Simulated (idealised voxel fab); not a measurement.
process module | voxel fin reveal
cross-section cut | 275 nm wide | cells 5 nm
A cross-section is a grid of square cells, given in bands from the top down. A band is one or more rows of cells.
Each band's line starts with the height of the band's top and of its bottom, in nm. Then come its materials from left to right, each with its width in nm. One material with "throughout" fills the band from edge to edge. "air" is empty space.
Height 0 is the level under which the wafer as received is all one material. The lowest band goes on downwards, as in "0 down".
A width such as "30 to 40" changes by the same amount from each row of cells to the next, from the band's top row to its bottom row.
"no change" after a step means that no cell of the cross-section changed.
closed voids: empty space of 8 cells or more with no open way to the top, each as width x height at its distance from the left edge, in nm
after a step's settings: what the simulator itself notes on the step
overlay nm, on a step with a mask: how far to the right of its planned place the mask lay; to the left if negative
plan
1 op RECEIVE | material Si
2 op CONFORMAL_DEP | material SiN | thk nm 5
3 op MASKED_ETCH | tone cover | mask id FINS | width nm 15 | pitch nm 40 | etch materials SiN | depth nm 5 | overlay nm 0
4 op MASKED_ETCH | tone cover | mask id FINS | width nm 15 | pitch nm 40 | etch materials Si | depth nm 30 | overlay nm 0
5 op FILL_DEP | material SiO2 | thk nm 15
6 op CMP | height nm 5
7 op SELECTIVE_ETCH | etch materials SiO2 | depth nm 25
8 op STRIP | etch materials SiN
9 op CONFORMAL_DEP | material SiO2 | thk nm 5
varied across the wafers: thk nm of step 2. The plan shows the first wafer's value. All wafers start alike
first wafer as received, after step 1
  0 down: Si throughout
  closed voids: none
each wafer at the end: cells of each material gained (+) or lost (-) since it was received, then its closed voids
thk nm 5 | -294 Si | +169 SiO2 | closed voids: none
thk nm 10 | +55 SiO2 | closed voids: none
thk nm 15 | +55 SiO2 | closed voids: none
thk nm 20 | +55 SiO2 | closed voids: none
